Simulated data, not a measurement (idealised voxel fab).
Presented below is a process module, voxel wiring stack.
The cross-section shown here is cut; it is 300 nm wide and divided into square cells measuring 5 nm on a side.
Just so we're on the same page, the cross-sections are grids of square cells, and they're listed out in bands top to bottom, each band one or more rows deep. Heights first: top, then bottom, in nm. Then materials, left to right, each with a width in nm. "full width" on a single material: fills the band edge to edge. "blank": empty space. Counting heights begins at 0, where everything beneath is, in the wafer as received, one material. The lowest band has no bottom; it goes on downwards, as "0 -> down" shows. A width such as "30 to 40" changes by the same amount from each row of cells to the next, from the band's top row to its bottom row. Where a step carries "changes: none", the cross-section came out of it unchanged, cell for cell. Empty spaces counting at least 8 cells and having no open way to the top are listed in "Voids, fully enclosed". The notation width x height at distance is used for each, the distance being from the left edge and all three values in nm. after a step's settings: what the simulator itself notes on the step. overlay nm: mask right of planned place by this much (step with mask). Neg. = left.
Steps planned for the process
1: RECEIVE: material Si
2: CONFORMAL_DEP: material SiO2, thk nm 10
3: DIRECTIONAL_DEP: material TiN, thk nm 5
4: DIRECTIONAL_DEP: material W, thk nm 15
5: PATTERN: tone cover, mask id METAL_1, material resist, width nm 30, pitch nm 50, thk nm 20, overlay nm 0
6: DIRECTIONAL_ETCH: etch materials W, depth nm 15
7: DIRECTIONAL_ETCH: etch materials TiN, depth nm 5
8: STRIP: etch materials resist
9: FILL_DEP: material lowk, thk nm 10
10: CMP: height nm 30
11: CONFORMAL_DEP: material SiCN, thk nm 5
12: DIRECTIONAL_DEP: material lowk, thk nm 10
13: PATTERN: tone open, mask id PLUG_1, material resist, width nm 15, pitch nm 50, thk nm 20, overlay nm 0
14: DIRECTIONAL_ETCH: etch materials lowk, depth nm 10
15: DIRECTIONAL_ETCH: etch materials SiCN, depth nm 5
16: STRIP: etch materials resist
17: EPI: material Ru, thk nm 10
18: EPI: material Ru, thk nm 5
19: CONFORMAL_DEP: material SiCN, thk nm 5
20: DIRECTIONAL_DEP: material SiO2, thk nm 15
21: DIRECTIONAL_DEP: material aC, thk nm 10
22: PATTERN: tone open, mask id METAL_2, material resist, width nm 30, pitch nm 50, thk nm 30, overlay nm 0
23: DIRECTIONAL_ETCH: etch materials aC, depth nm 10
24: STRIP: etch materials resist
25: DIRECTIONAL_ETCH: etch materials SiO2, depth nm 15
26: DIRECTIONAL_ETCH: etch materials SiCN, depth nm 5
27: STRIP: etch materials aC
28: CONFORMAL_DEP: material TiN, thk nm 5
29: FILL_DEP: material Ru, thk nm 10
30: CMP: height nm 65
31: EPI: material Ru, thk nm 5
32: FILL_DEP: material SiCN, thk nm 5
This is the cross-section of the wafer as we received it, i.e. after step 1
	0 -> down: Si full width
	Voids, fully enclosed: none
Cross-sectional result after module completion. Note: starting condition and plan are unchanged from above; one processing mistake was made
	75 -> 70: SiCN full width
	70 -> 65: SiCN (85)  Ru (40)  SiCN (10)  Ru (40)  SiCN (10)  Ru (40)  SiCN (75)
	65 -> 50: SiO2 (90)  TiN (5)  Ru (20)  TiN (5)  SiO2 (20)  TiN (5)  Ru (20)  TiN (5)  SiO2 (20)  TiN (5)  Ru (20)  TiN (5)  SiO2 (80)
	50 -> 45: SiCN (90)  TiN (30)  SiCN (20)  TiN (30)  SiCN (20)  TiN (30)  SiCN (80)
	45 -> 35: lowk (85)  Ru (15)  lowk (35)  Ru (15)  lowk (35)  Ru (15)  lowk (100)
	35 -> 30: SiCN (85)  Ru (15)  SiCN (35)  Ru (15)  SiCN (35)  Ru (15)  SiCN (100)
	30 -> 15: lowk (85)  W (30)  lowk (20)  W (30)  lowk (20)  W (30)  lowk (85)
	15 -> 10: lowk (85)  TiN (30)  lowk (20)  TiN (30)  lowk (20)  TiN (30)  lowk (85)
	10 -> 0: SiO2 full width
	0 -> down: Si full width
	Voids, fully enclosed: none
Deviation noted in wafer processing: step 22 off recipe, ran as PATTERN: tone open, mask id METAL_2, material resist, width nm 30, pitch nm 50, thk nm 30, overlay nm 5
